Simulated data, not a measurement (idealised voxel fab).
You're looking at the process module voxel self aligned contacts.
Section cut is 195 nm wide and gridded with 5 nm square cells.
Bands, listed from the top down, are how a cross-section gets written in this document; the cross-section itself is a grid of square cells, and a band is one or more rows of them.
Top, bottom (nm), then materials left to right with widths (nm); lone material tagged "full width" fills the whole band edge to edge; "empty" = empty space.
Heights are measured from 0, the level below which the as-received wafer is all one material; the lowest band has no bottom and continues downward, written as in "0 -> down".
It should be noted that a width expressed as "30 to 40" varies in equal increments from row to row of cells within the band, taking the value of the first number at the top row and that of the second number at the bottom row.
Basically "all unchanged" means that step didn't change any cell in the cross-section.
Look at "Closed-off voids" for the closed voids: empty spaces with no open path to the top, sized 8 cells or up. Each is width x height at distance, distance from the left edge, all nm.
That trailing text on a step's line, after the settings, is the simulator's own remark on the step.
If you see "overlay nm" on a step's line and that step has a mask, it's telling you how far right of where it was planned the mask ended up; a negative number means it went left instead.
Before/after cross-section pairs, one process step each; after shown to lowest changed band; step and settings beneath. Pairs may be from different runs of this module on the same starting wafer; a pair continues from the one above only where its "State before" entry says so.
State before
	0 -> down = Si full width
	Closed-off voids: none
Resultant Cross-Section
	5 -> 0 = SiO2 full width
	Everything below 0 is unchanged.
	Closed-off voids: none
Step linking the sections shown: CONFORMAL_DEP with material SiO2, thk nm 5
State before: the state before this step is the cross-section shown after the step in the pair just above.
Resultant Cross-Section
	35 -> 5 = polySi full width
	Everything below 5 is unchanged.
	Closed-off voids: none
Step linking the sections shown: DIRECTIONAL_DEP with material polySi, thk nm 30
State before: the state before this step is the cross-section shown after the step in the pair just above.
Resultant Cross-Section
	50 -> 35 = SiN full width
	Everything below 35 is unchanged.
	Closed-off voids: none
Step linking the sections shown: DIRECTIONAL_DEP with material SiN, thk nm 15
State before: the state before this step is the cross-section shown after the step in the pair just above.
Resultant Cross-Section
	65 -> 50 = 15 of empty; 30 of resist; 35 of empty; 30 of resist; 35 of empty; 30 of resist; 20 of empty
	Everything below 50 is unchanged.
	Closed-off voids: none
Step linking the sections shown: PATTERN with tone cover, mask id GATE, material resist, width nm 30, pitch nm 65, thk nm 15, overlay nm 0
State before: the state before this step is the cross-section shown after the step in the pair just above.
Resultant Cross-Section
	65 -> 50 = 15 of empty; 30 of resist; 35 of empty; 30 of resist; 35 of empty; 30 of resist; 20 of empty
	50 -> 35 = 15 of empty; 30 of SiN; 35 of empty; 30 of SiN; 35 of empty; 30 of SiN; 20 of empty
	Everything below 35 is unchanged.
	Closed-off voids: none
Step linking the sections shown: DIRECTIONAL_ETCH with etch materials SiN, depth nm 15
State before: the state before this step is the cross-section shown after the step in the pair just above.
Resultant Cross-Section
	65 -> 50 = 15 of empty; 30 of resist; 35 of empty; 30 of resist; 35 of empty; 30 of resist; 20 of empty
	50 -> 35 = 15 of empty; 30 of SiN; 35 of empty; 30 of SiN; 35 of empty; 30 of SiN; 20 of empty
	35 -> 5 = 15 of empty; 30 of polySi; 35 of empty; 30 of polySi; 35 of empty; 30 of polySi; 20 of empty
	Everything below 5 is unchanged.
	Closed-off voids: none
Step linking the sections shown: DIRECTIONAL_ETCH with etch materials polySi, depth nm 30
State before: the state before this step is the cross-section shown after the step in the pair just above.
Resultant Cross-Section
	50 -> 35 = 15 of empty; 30 of SiN; 35 of empty; 30 of SiN; 35 of empty; 30 of SiN; 20 of empty
	Everything below 35 is unchanged.
	Closed-off voids: none
Step linking the sections shown: STRIP with etch materials resist
State before: the state before this step is the cross-section shown after the step in the pair just above.
Resultant Cross-Section
	55 -> 35 = 10 of empty; 40 of SiN; 25 of empty; 40 of SiN; 25 of empty; 40 of SiN; 15 of empty
	35 -> 10 = 10 of empty; 5 of SiN; 30 of polySi; 5 of SiN; 25 of empty; 5 of SiN; 30 of polySi; 5 of SiN; 25 of empty; 5 of SiN; 30 of polySi; 5 of SiN; 15 of empty
	10 -> 5 = 15 of SiN; 30 of polySi; 35 of SiN; 30 of polySi; 35 of SiN; 30 of polySi; 20 of SiN
	Everything below 5 is unchanged.
	Closed-off voids: none
Step linking the sections shown: CONFORMAL_DEP with material SiN, thk nm 5
State before: the state before this step is the cross-section shown after the step in the pair just above.
Resultant Cross-Section
	50 -> 35 = 10 of empty; 40 of SiN; 25 of empty; 40 of SiN; 25 of empty; 40 of SiN; 15 of empty
	35 -> 5 = 10 of empty; 5 of SiN; 30 of polySi; 5 of SiN; 25 of empty; 5 of SiN; 30 of polySi; 5 of SiN; 25 of empty; 5 of SiN; 30 of polySi; 5 of SiN; 15 of empty
	Everything below 5 is unchanged.
	Closed-off voids: none
Step linking the sections shown: DIRECTIONAL_ETCH with etch materials SiN, depth nm 5
State before: the state before this step is the cross-section shown after the step in the pair just above.
Resultant Cross-Section
	65 -> 50 = SiO2 full width
	50 -> 35 = 10 of SiO2; 40 of SiN; 25 of SiO2; 40 of SiN; 25 of SiO2; 40 of SiN; 15 of SiO2
	35 -> 5 = 10 of SiO2; 5 of SiN; 30 of polySi; 5 of SiN; 25 of SiO2; 5 of SiN; 30 of polySi; 5 of SiN; 25 of SiO2; 5 of SiN; 30 of polySi; 5 of SiN; 15 of SiO2
	Everything below 5 is unchanged.
	Closed-off voids: none
Step linking the sections shown: FILL_DEP with material SiO2, thk nm 15
State before: the state before this step is the cross-section shown after the step in the pair just above.
Resultant Cross-Section
	60 -> 50 = SiO2 full width
	Everything below 50 is unchanged.
	Closed-off voids: none
Step linking the sections shown: CMP with height nm 60
State before: the state before this step is the cross-section shown after the step in the pair just above.
Resultant Cross-Section
	60 -> 50 = 40 of SiO2; 45 of empty; 20 of SiO2; 45 of empty; 45 of SiO2
	50 -> 35 = 10 of SiO2; 40 of SiN; 25 of empty; 40 of SiN; 25 of empty; 40 of SiN; 15 of SiO2
	35 -> 5 = 10 of SiO2; 5 of SiN; 30 of polySi; 5 of SiN; 25 of empty; 5 of SiN; 30 of polySi; 5 of SiN; 25 of empty; 5 of SiN; 30 of polySi; 5 of SiN; 15 of SiO2
	5 -> 0 = 50 of SiO2; 25 of empty; 40 of SiO2; 25 of empty; 55 of SiO2
	Everything below 0 is unchanged.
	Closed-off voids: none
Step linking the sections shown: MASKED_ETCH with tone open, mask id CONTACT, width nm 45, pitch nm 65, etch materials SiO2, depth nm 60, overlay nm 0
State before: the state before this step is the cross-section shown after the step in the pair just above.
Resultant Cross-Section
	65 -> 60 = 45 of TiN; 35 of empty; 30 of TiN; 35 of empty; 50 of TiN
	60 -> 50 = 40 of SiO2; 5 to 15 of TiN; 35 to 15 of empty; 5 to 15 of TiN; 20 of SiO2; 5 to 15 of TiN; 35 to 15 of empty; 5 to 15 of TiN; 45 of SiO2
	50 -> 35 = 10 of SiO2; 40 of SiN; 5 of TiN; 15 of empty; 5 of TiN; 40 of SiN; 5 of TiN; 15 of empty; 5 of TiN; 40 of SiN; 15 of SiO2
	35 -> 5 = 10 of SiO2; 5 of SiN; 30 of polySi; 5 of SiN; 5 of TiN; 15 of empty; 5 of TiN; 5 of SiN; 30 of polySi; 5 of SiN; 5 of TiN; 15 of empty; 5 of TiN; 5 of SiN; 30 of polySi; 5 of SiN; 15 of SiO2
	5 -> 0 = 50 of SiO2; 25 of TiN; 40 of SiO2; 25 of TiN; 55 of SiO2
	Everything below 0 is unchanged.
	Closed-off voids: none
Step linking the sections shown: CONFORMAL_DEP with material TiN, thk nm 5
State before: the state before this step is the cross-section shown after the step in the pair just above.
Resultant Cross-Section
	70 -> 65 = Ru full width
	65 -> 60 = 45 of TiN; 35 of Ru; 30 of TiN; 35 of Ru; 50 of TiN
	60 -> 50 = 40 of SiO2; 5 to 15 of TiN; 35 to 15 of Ru; 5 to 15 of TiN; 20 of SiO2; 5 to 15 of TiN; 35 to 15 of Ru; 5 to 15 of TiN; 45 of SiO2
	50 -> 35 = 10 of SiO2; 40 of SiN; 5 of TiN; 15 of Ru; 5 of TiN; 40 of SiN; 5 of TiN; 15 of Ru; 5 of TiN; 40 of SiN; 15 of SiO2
	35 -> 5 = 10 of SiO2; 5 of SiN; 30 of polySi; 5 of SiN; 5 of TiN; 15 of Ru; 5 of TiN; 5 of SiN; 30 of polySi; 5 of SiN; 5 of TiN; 15 of Ru; 5 of TiN; 5 of SiN; 30 of polySi; 5 of SiN; 15 of SiO2
	Everything below 5 is unchanged.
	Closed-off voids: none
Step linking the sections shown: FILL_DEP with material Ru, thk nm 5
State before: the state before this step is the cross-section shown after the step in the pair just above.
Resultant Cross-Section
	60 -> 50 = 40 of SiO2; 5 to 15 of TiN; 35 to 15 of Ru; 5 to 15 of TiN; 20 of SiO2; 5 to 15 of TiN; 35 to 15 of Ru; 5 to 15 of TiN; 45 of SiO2
	Everything below 50 is unchanged.
	Closed-off voids: none
Step linking the sections shown: CMP with height nm 60
State before: the state before this step is the cross-section shown after the step in the pair just above.
Resultant Cross-Section
	65 -> 60 = SiCN full width
	Everything below 60 is unchanged.
	Closed-off voids: none
Step linking the sections shown: CONFORMAL_DEP with material SiCN, thk nm 5
State before
	0 -> down = Si full width
	Closed-off voids: none
Resultant Cross-Section
	30 -> 0 = polySi full width
	Everything below 0 is unchanged.
	Closed-off voids: none
Step linking the sections shown: DIRECTIONAL_DEP with material polySi, thk nm 30
State before: the state before this step is the cross-section shown after the step in the pair just above.
Resultant Cross-Section
	45 -> 30 = SiN full width
	Everything below 30 is unchanged.
	Closed-off voids: none
Step linking the sections shown: DIRECTIONAL_DEP with material SiN, thk nm 15
State before: the state before this step is the cross-section shown after the step in the pair just above.
Resultant Cross-Section
	60 -> 45 = 15 of empty; 30 of resist; 35 of empty; 30 of resist; 35 of empty; 30 of resist; 20 of empty
	Everything below 45 is unchanged.
	Closed-off voids: none
Step linking the sections shown: PATTERN with tone cover, mask id GATE, material resist, width nm 30, pitch nm 65, thk nm 15, overlay nm 0
State before: the state before this step is the cross-section shown after the step in the pair just above.
Resultant Cross-Section
	60 -> 45 = 15 of empty; 30 of resist; 35 of empty; 30 of resist; 35 of empty; 30 of resist; 20 of empty
	45 -> 30 = 15 of empty; 30 of SiN; 35 of empty; 30 of SiN; 35 of empty; 30 of SiN; 20 of empty
	Everything below 30 is unchanged.
	Closed-off voids: none
Step linking the sections shown: DIRECTIONAL_ETCH with etch materials SiN, depth nm 15
State before: the state before this step is the cross-section shown after the step in the pair just above.
Resultant Cross-Section
	60 -> 45 = 15 of empty; 30 of resist; 35 of empty; 30 of resist; 35 of empty; 30 of resist; 20 of empty
	45 -> 30 = 15 of empty; 30 of SiN; 35 of empty; 30 of SiN; 35 of empty; 30 of SiN; 20 of empty
	30 -> 0 = 15 of empty; 30 of polySi; 35 of empty; 30 of polySi; 35 of empty; 30 of polySi; 20 of empty
	Everything below 0 is unchanged.
	Closed-off voids: none
Step linking the sections shown: DIRECTIONAL_ETCH with etch materials polySi, depth nm 30
State before: the state before this step is the cross-section shown after the step in the pair just above.
Resultant Cross-Section
	45 -> 30 = 15 of empty; 30 of SiN; 35 of empty; 30 of SiN; 35 of empty; 30 of SiN; 20 of empty
	Everything below 30 is unchanged.
	Closed-off voids: none
Step linking the sections shown: STRIP with etch materials resist
State before: the state before this step is the cross-section shown after the step in the pair just above.
Resultant Cross-Section
	50 -> 30 = 10 of empty; 40 of SiN; 25 of empty; 40 of SiN; 25 of empty; 40 of SiN; 15 of empty
	30 -> 5 = 10 of empty; 5 of SiN; 30 of polySi; 5 of SiN; 25 of empty; 5 of SiN; 30 of polySi; 5 of SiN; 25 of empty; 5 of SiN; 30 of polySi; 5 of SiN; 15 of empty
	5 -> 0 = 15 of SiN; 30 of polySi; 35 of SiN; 30 of polySi; 35 of SiN; 30 of polySi; 20 of SiN
	Everything below 0 is unchanged.
	Closed-off voids: none
Step linking the sections shown: CONFORMAL_DEP with material SiN, thk nm 5
State before: the state before this step is the cross-section shown after the step in the pair just above.
Resultant Cross-Section
	45 -> 30 = 10 of empty; 40 of SiN; 25 of empty; 40 of SiN; 25 of empty; 40 of SiN; 15 of empty
	30 -> 0 = 10 of empty; 5 of SiN; 30 of polySi; 5 of SiN; 25 of empty; 5 of SiN; 30 of polySi; 5 of SiN; 25 of empty; 5 of SiN; 30 of polySi; 5 of SiN; 15 of empty
	Everything below 0 is unchanged.
	Closed-off voids: none
Step linking the sections shown: DIRECTIONAL_ETCH with etch materials SiN, depth nm 5
State before: the state before this step is the cross-section shown after the step in the pair just above.
Resultant Cross-Section
	60 -> 45 = SiO2 full width
	45 -> 30 = 10 of SiO2; 40 of SiN; 25 of SiO2; 40 of SiN; 25 of SiO2; 40 of SiN; 15 of SiO2
	30 -> 0 = 10 of SiO2; 5 of SiN; 30 of polySi; 5 of SiN; 25 of SiO2; 5 of SiN; 30 of polySi; 5 of SiN; 25 of SiO2; 5 of SiN; 30 of polySi; 5 of SiN; 15 of SiO2
	Everything below 0 is unchanged.
	Closed-off voids: none
Step linking the sections shown: FILL_DEP with material SiO2, thk nm 15
State before: the state before this step is the cross-section shown after the step in the pair just above.
Resultant Cross-Section
	60 -> 45 = 40 of SiO2; 45 of empty; 20 of SiO2; 45 of empty; 45 of SiO2
	45 -> 30 = 10 of SiO2; 40 of SiN; 25 of empty; 40 of SiN; 25 of empty; 40 of SiN; 15 of SiO2
	30 -> 0 = 10 of SiO2; 5 of SiN; 30 of polySi; 5 of SiN; 25 of empty; 5 of SiN; 30 of polySi; 5 of SiN; 25 of empty; 5 of SiN; 30 of polySi; 5 of SiN; 15 of SiO2
	Everything below 0 is unchanged.
	Closed-off voids: none
Step linking the sections shown: MASKED_ETCH with tone open, mask id CONTACT, width nm 45, pitch nm 65, etch materials SiO2, depth nm 60, overlay nm 0
State before: the state before this step is the cross-section shown after the step in the pair just above.
Resultant Cross-Section
	65 -> 60 = 45 of TiN; 35 of empty; 30 of TiN; 35 of empty; 50 of TiN
	60 -> 50 = 40 of SiO2; 5 of TiN; 35 of empty; 5 of TiN; 20 of SiO2; 5 of TiN; 35 of empty; 5 of TiN; 45 of SiO2
	50 -> 45 = 40 of SiO2; 15 of TiN; 15 of empty; 15 of TiN; 20 of SiO2; 15 of TiN; 15 of empty; 15 of TiN; 45 of SiO2
	45 -> 30 = 10 of SiO2; 40 of SiN; 5 of TiN; 15 of empty; 5 of TiN; 40 of SiN; 5 of TiN; 15 of empty; 5 of TiN; 40 of SiN; 15 of SiO2
	30 -> 5 = 10 of SiO2; 5 of SiN; 30 of polySi; 5 of SiN; 5 of TiN; 15 of empty; 5 of TiN; 5 of SiN; 30 of polySi; 5 of SiN; 5 of TiN; 15 of empty; 5 of TiN; 5 of SiN; 30 of polySi; 5 of SiN; 15 of SiO2
	5 -> 0 = 10 of SiO2; 5 of SiN; 30 of polySi; 5 of SiN; 25 of TiN; 5 of SiN; 30 of polySi; 5 of SiN; 25 of TiN; 5 of SiN; 30 of polySi; 5 of SiN; 15 of SiO2
	Everything below 0 is unchanged.
	Closed-off voids: none
Step linking the sections shown: CONFORMAL_DEP with material TiN, thk nm 5
State before: the state before this step is the cross-section shown after the step in the pair just above.
Resultant Cross-Section
	70 -> 65 = Ru full width
	65 -> 60 = 45 of TiN; 35 of Ru; 30 of TiN; 35 of Ru; 50 of TiN
	60 -> 50 = 40 of SiO2; 5 of TiN; 35 of Ru; 5 of TiN; 20 of SiO2; 5 of TiN; 35 of Ru; 5 of TiN; 45 of SiO2
	50 -> 45 = 40 of SiO2; 15 of TiN; 15 of Ru; 15 of TiN; 20 of SiO2; 15 of TiN; 15 of Ru; 15 of TiN; 45 of SiO2
	45 -> 30 = 10 of SiO2; 40 of SiN; 5 of TiN; 15 of Ru; 5 of TiN; 40 of SiN; 5 of TiN; 15 of Ru; 5 of TiN; 40 of SiN; 15 of SiO2
	30 -> 5 = 10 of SiO2; 5 of SiN; 30 of polySi; 5 of SiN; 5 of TiN; 15 of Ru; 5 of TiN; 5 of SiN; 30 of polySi; 5 of SiN; 5 of TiN; 15 of Ru; 5 of TiN; 5 of SiN; 30 of polySi; 5 of SiN; 15 of SiO2
	Everything below 5 is unchanged.
	Closed-off voids: none
Step linking the sections shown: FILL_DEP with material Ru, thk nm 5
State before: the state before this step is the cross-section shown after the step in the pair just above.
Resultant Cross-Section
	60 -> 50 = 40 of SiO2; 5 of TiN; 35 of Ru; 5 of TiN; 20 of SiO2; 5 of TiN; 35 of Ru; 5 of TiN; 45 of SiO2
	Everything below 50 is unchanged.
	Closed-off voids: none
Step linking the sections shown: CMP with height nm 60
State before: the state before this step is the cross-section shown after the step in the pair just above.
Resultant Cross-Section
	65 -> 60 = SiCN full width
	Everything below 60 is unchanged.
	Closed-off voids: none
Step linking the sections shown: CONFORMAL_DEP with material SiCN, thk nm 5
State before
	50 -> 35 = SiN full width
	35 -> 5 = polySi full width
	5 -> 0 = SiO2 full width
	0 -> down = Si full width
	Closed-off voids: none
Resultant Cross-Section
	65 -> 35 = SiN full width
	Everything below 35 is unchanged.
	Closed-off voids: none
Step linking the sections shown: DIRECTIONAL_DEP with material SiN, thk nm 15
State before: the state before this step is the cross-section shown after the step in the pair just above.
Resultant Cross-Section
	80 -> 65 = 15 of empty; 30 of resist; 35 of empty; 30 of resist; 35 of empty; 30 of resist; 20 of empty
	Everything below 65 is unchanged.
	Closed-off voids: none
Step linking the sections shown: PATTERN with tone cover, mask id GATE, material resist, width nm 30, pitch nm 65, thk nm 15, overlay nm 0
State before: the state before this step is the cross-section shown after the step in the pair just above.
Resultant Cross-Section
	80 -> 65 = 15 of empty; 30 of resist; 35 of empty; 30 of resist; 35 of empty; 30 of resist; 20 of empty
	65 -> 50 = 15 of empty; 30 of SiN; 35 of empty; 30 of SiN; 35 of empty; 30 of SiN; 20 of empty
	Everything below 50 is unchanged.
	Closed-off voids: none
Step linking the sections shown: DIRECTIONAL_ETCH with etch materials SiN, depth nm 15
State before: the state before this step is the cross-section shown after the step in the pair just above.
Resultant Cross-Section
	65 -> 50 = 15 of empty; 30 of SiN; 35 of empty; 30 of SiN; 35 of empty; 30 of SiN; 20 of empty
	Everything below 50 is unchanged.
	Closed-off voids: none
Step linking the sections shown: STRIP with etch materials resist
State before: the state before this step is the cross-section shown after the step in the pair just above.
Resultant Cross-Section
	70 -> 55 = 10 of empty; 40 of SiN; 25 of empty; 40 of SiN; 25 of empty; 40 of SiN; 15 of empty
	55 -> 35 = SiN full width
	Everything below 35 is unchanged.
	Closed-off voids: none
Step linking the sections shown: CONFORMAL_DEP with material SiN, thk nm 5
State before: the state before this step is the cross-section shown after the step in the pair just above.
Resultant Cross-Section
	65 -> 50 = 10 of empty; 40 of SiN; 25 of empty; 40 of SiN; 25 of empty; 40 of SiN; 15 of empty
	Everything below 50 is unchanged.
	Closed-off voids: none
Step linking the sections shown: DIRECTIONAL_ETCH with etch materials SiN, depth nm 5
State before: the state before this step is the cross-section shown after the step in the pair just above.
Resultant Cross-Section
	80 -> 65 = SiO2 full width
	65 -> 50 = 10 of SiO2; 40 of SiN; 25 of SiO2; 40 of SiN; 25 of SiO2; 40 of SiN; 15 of SiO2
	Everything below 50 is unchanged.
	Closed-off voids: none
Step linking the sections shown: FILL_DEP with material SiO2, thk nm 15
State before: the state before this step is the cross-section shown after the step in the pair just above.
Resultant Cross-Section
	60 -> 50 = 10 of SiO2; 40 of SiN; 25 of SiO2; 40 of SiN; 25 of SiO2; 40 of SiN; 15 of SiO2
	Everything below 50 is unchanged.
	Closed-off voids: none
Step linking the sections shown: CMP with height nm 60
State before: the state before this step is the cross-section shown after the step in the pair just above.
Resultant Cross-Section
	60 -> 50 = 10 of SiO2; 40 of SiN; 25 of empty; 40 of SiN; 25 of empty; 40 of SiN; 15 of SiO2
	Everything below 50 is unchanged.
	Closed-off voids: none
Step linking the sections shown: MASKED_ETCH with tone open, mask id CONTACT, width nm 45, pitch nm 65, etch materials SiO2, depth nm 60, overlay nm 0
State before: the state before this step is the cross-section shown after the step in the pair just above.
Resultant Cross-Section
	65 -> 60 = 55 of TiN; 15 of empty; 50 of TiN; 15 of empty; 60 of TiN
	60 -> 55 = 10 of SiO2; 40 of SiN; 5 of TiN; 15 of empty; 5 of TiN; 40 of SiN; 5 of TiN; 15 of empty; 5 of TiN; 40 of SiN; 15 of SiO2
	55 -> 50 = 10 of SiO2; 40 of SiN; 25 of TiN; 40 of SiN; 25 of TiN; 40 of SiN; 15 of SiO2
	Everything below 50 is unchanged.
	Closed-off voids: none
Step linking the sections shown: CONFORMAL_DEP with material TiN, thk nm 5
State before: the state before this step is the cross-section shown after the step in the pair just above.
Resultant Cross-Section
	70 -> 65 = Ru full width
	65 -> 60 = 55 of TiN; 15 of Ru; 50 of TiN; 15 of Ru; 60 of TiN
	60 -> 55 = 10 of SiO2; 40 of SiN; 5 of TiN; 15 of Ru; 5 of TiN; 40 of SiN; 5 of TiN; 15 of Ru; 5 of TiN; 40 of SiN; 15 of SiO2
	Everything below 55 is unchanged.
	Closed-off voids: none
Step linking the sections shown: FILL_DEP with material Ru, thk nm 5
State before: the state before this step is the cross-section shown after the step in the pair just above.
Resultant Cross-Section
	60 -> 55 = 10 of SiO2; 40 of SiN; 5 of TiN; 15 of Ru; 5 of TiN; 40 of SiN; 5 of TiN; 15 of Ru; 5 of TiN; 40 of SiN; 15 of SiO2
	Everything below 55 is unchanged.
	Closed-off voids: none
Step linking the sections shown: CMP with height nm 60
State before: the state before this step is the cross-section shown after the step in the pair just above.
Resultant Cross-Section
	65 -> 60 = SiCN full width
	Everything below 60 is unchanged.
	Closed-off voids: none
Step linking the sections shown: CONFORMAL_DEP with material SiCN, thk nm 5
State before
	50 -> 35 = 15 of empty; 30 of SiN; 35 of empty; 30 of SiN; 35 of empty; 30 of SiN; 20 of empty
	35 -> 5 = 15 of empty; 30 of polySi; 35 of empty; 30 of polySi; 35 of empty; 30 of polySi; 20 of empty
	5 -> 0 = SiO2 full width
	0 -> down = Si full width
	Closed-off voids: none
Resultant Cross-Section
	45 -> 35 = 15 of empty; 30 of SiN; 35 of empty; 30 of SiN; 35 of empty; 30 of SiN; 20 of empty
	Everything below 35 is unchanged.
	Closed-off voids: none
Step linking the sections shown: DIRECTIONAL_ETCH with etch materials SiN, depth nm 5
State before: the state before this step is the cross-section shown after the step in the pair just above.
Resultant Cross-Section
	50 -> 35 = 10 of empty; 40 of SiN; 25 of empty; 40 of SiN; 25 of empty; 40 of SiN; 15 of empty
	35 -> 10 = 10 of empty; 5 of SiN; 30 of polySi; 5 of SiN; 25 of empty; 5 of SiN; 30 of polySi; 5 of SiN; 25 of empty; 5 of SiN; 30 of polySi; 5 of SiN; 15 of empty
	10 -> 5 = 15 of SiN; 30 of polySi; 35 of SiN; 30 of polySi; 35 of SiN; 30 of polySi; 20 of SiN
	Everything below 5 is unchanged.
	Closed-off voids: none
Step linking the sections shown: CONFORMAL_DEP with material SiN, thk nm 5
State before: the state before this step is the cross-section shown after the step in the pair just above.
Resultant Cross-Section
	65 -> 50 = SiO2 full width
	50 -> 35 = 10 of SiO2; 40 of SiN; 25 of SiO2; 40 of SiN; 25 of SiO2; 40 of SiN; 15 of SiO2
	35 -> 10 = 10 of SiO2; 5 of SiN; 30 of polySi; 5 of SiN; 25 of SiO2; 5 of SiN; 30 of polySi; 5 of SiN; 25 of SiO2; 5 of SiN; 30 of polySi; 5 of SiN; 15 of SiO2
	Everything below 10 is unchanged.
	Closed-off voids: none
Step linking the sections shown: FILL_DEP with material SiO2, thk nm 15
State before: the state before this step is the cross-section shown after the step in the pair just above.
Resultant Cross-Section
	60 -> 50 = SiO2 full width
	Everything below 50 is unchanged.
	Closed-off voids: none
Step linking the sections shown: CMP with height nm 60
State before: the state before this step is the cross-section shown after the step in the pair just above.
Resultant Cross-Section
	60 -> 50 = 40 of SiO2; 45 of empty; 20 of SiO2; 45 of empty; 45 of SiO2
	50 -> 35 = 10 of SiO2; 40 of SiN; 25 of empty; 40 of SiN; 25 of empty; 40 of SiN; 15 of SiO2
	35 -> 10 = 10 of SiO2; 5 of SiN; 30 of polySi; 5 of SiN; 25 of empty; 5 of SiN; 30 of polySi; 5 of SiN; 25 of empty; 5 of SiN; 30 of polySi; 5 of SiN; 15 of SiO2
	Everything below 10 is unchanged.
	Closed-off voids: none
Step linking the sections shown: MASKED_ETCH with tone open, mask id CONTACT, width nm 45, pitch nm 65, etch materials SiO2, depth nm 60, overlay nm 0
State before: the state before this step is the cross-section shown after the step in the pair just above.
Resultant Cross-Section
	65 -> 60 = 45 of TiN; 35 of empty; 30 of TiN; 35 of empty; 50 of TiN
	60 -> 50 = 40 of SiO2; 5 to 15 of TiN; 35 to 15 of empty; 5 to 15 of TiN; 20 of SiO2; 5 to 15 of TiN; 35 to 15 of empty; 5 to 15 of TiN; 45 of SiO2
	50 -> 35 = 10 of SiO2; 40 of SiN; 5 of TiN; 15 of empty; 5 of TiN; 40 of SiN; 5 of TiN; 15 of empty; 5 of TiN; 40 of SiN; 15 of SiO2
	35 -> 15 = 10 of SiO2; 5 of SiN; 30 of polySi; 5 of SiN; 5 of TiN; 15 of empty; 5 of TiN; 5 of SiN; 30 of polySi; 5 of SiN; 5 of TiN; 15 of empty; 5 of TiN; 5 of SiN; 30 of polySi; 5 of SiN; 15 of SiO2
	15 -> 10 = 10 of SiO2; 5 of SiN; 30 of polySi; 5 of SiN; 25 of TiN; 5 of SiN; 30 of polySi; 5 of SiN; 25 of TiN; 5 of SiN; 30 of polySi; 5 of SiN; 15 of SiO2
	Everything below 10 is unchanged.
	Closed-off voids: none
Step linking the sections shown: CONFORMAL_DEP with material TiN, thk nm 5
State before: the state before this step is the cross-section shown after the step in the pair just above.
Resultant Cross-Section
	70 -> 65 = Ru full width
	65 -> 60 = 45 of TiN; 35 of Ru; 30 of TiN; 35 of Ru; 50 of TiN
	60 -> 50 = 40 of SiO2; 5 to 15 of TiN; 35 to 15 of Ru; 5 to 15 of TiN; 20 of SiO2; 5 to 15 of TiN; 35 to 15 of Ru; 5 to 15 of TiN; 45 of SiO2
	50 -> 35 = 10 of SiO2; 40 of SiN; 5 of TiN; 15 of Ru; 5 of TiN; 40 of SiN; 5 of TiN; 15 of Ru; 5 of TiN; 40 of SiN; 15 of SiO2
	35 -> 15 = 10 of SiO2; 5 of SiN; 30 of polySi; 5 of SiN; 5 of TiN; 15 of Ru; 5 of TiN; 5 of SiN; 30 of polySi; 5 of SiN; 5 of TiN; 15 of Ru; 5 of TiN; 5 of SiN; 30 of polySi; 5 of SiN; 15 of SiO2
	Everything below 15 is unchanged.
	Closed-off voids: none
Step linking the sections shown: FILL_DEP with material Ru, thk nm 5
State before: the state before this step is the cross-section shown after the step in the pair just above.
Resultant Cross-Section
	60 -> 50 = 40 of SiO2; 5 to 15 of TiN; 35 to 15 of Ru; 5 to 15 of TiN; 20 of SiO2; 5 to 15 of TiN; 35 to 15 of Ru; 5 to 15 of TiN; 45 of SiO2
	Everything below 50 is unchanged.
	Closed-off voids: none
Step linking the sections shown: CMP with height nm 60
State before: the state before this step is the cross-section shown after the step in the pair just above.
Resultant Cross-Section
	65 -> 60 = SiCN full width
	Everything below 60 is unchanged.
	Closed-off voids: none
Step linking the sections shown: CONFORMAL_DEP with material SiCN, thk nm 5
State before
	70 -> 65 = Ru full width
	65 -> 60 = 45 of TiN; 35 of Ru; 30 of TiN; 35 of Ru; 50 of TiN
	60 -> 50 = 40 of SiO2; 5 to 15 of TiN; 35 to 15 of Ru; 5 to 15 of TiN; 20 of SiO2; 5 to 15 of TiN; 35 to 15 of Ru; 5 to 15 of TiN; 45 of SiO2
	50 -> 35 = 10 of SiO2; 40 of SiN; 5 of TiN; 15 of Ru; 5 of TiN; 40 of SiN; 5 of TiN; 15 of Ru; 5 of TiN; 40 of SiN; 15 of SiO2
	35 -> 5 = 10 of SiO2; 5 of SiN; 30 of polySi; 5 of SiN; 5 of TiN; 15 of Ru; 5 of TiN; 5 of SiN; 30 of polySi; 5 of SiN; 5 of TiN; 15 of Ru; 5 of TiN; 5 of SiN; 30 of polySi; 5 of SiN; 15 of SiO2
	5 -> 0 = 50 of SiO2; 25 of TiN; 40 of SiO2; 25 of TiN; 55 of SiO2
	0 -> down = Si full width
	Closed-off voids: none
Resultant Cross-Section
	65 -> 60 = 45 of TiN; 35 of Ru; 30 of TiN; 35 of Ru; 50 of TiN
	Everything below 60 is unchanged.
	Closed-off voids: none
Step linking the sections shown: CMP with height nm 65
State before: the state before this step is the cross-section shown after the step in the pair just above.
Resultant Cross-Section
	70 -> 65 = SiCN full width
	Everything below 65 is unchanged.
	Closed-off voids: none
Step linking the sections shown: CONFORMAL_DEP with material SiCN, thk nm 5
State before
	60 -> 50 = SiO2 full width
	50 -> 35 = 10 of SiO2; 40 of SiN; 25 of SiO2; 40 of SiN; 25 of SiO2; 40 of SiN; 15 of SiO2
	35 -> 5 = 10 of SiO2; 5 of SiN; 30 of polySi; 5 of SiN; 25 of SiO2; 5 of SiN; 30 of polySi; 5 of SiN; 25 of SiO2; 5 of SiN; 30 of polySi; 5 of SiN; 15 of SiO2
	5 -> 0 = SiO2 full width
	0 -> down = Si full width
	Closed-off voids: none
Resultant Cross-Section
	60 -> 50 = 45 of SiO2; 35 of empty; 30 of SiO2; 35 of empty; 50 of SiO2
	50 -> 35 = 10 of SiO2; 40 of SiN; 25 of empty; 40 of SiN; 25 of empty; 40 of SiN; 15 of SiO2
	35 -> 5 = 10 of SiO2; 5 of SiN; 30 of polySi; 5 of SiN; 25 of empty; 5 of SiN; 30 of polySi; 5 of SiN; 25 of empty; 5 of SiN; 30 of polySi; 5 of SiN; 15 of SiO2
	5 -> 0 = 50 of SiO2; 25 of empty; 40 of SiO2; 25 of empty; 55 of SiO2
	Everything below 0 is unchanged.
	Closed-off voids: none
Step linking the sections shown: MASKED_ETCH with tone open, mask id CONTACT, width nm 35, pitch nm 65, etch materials SiO2, depth nm 60, overlay nm 0
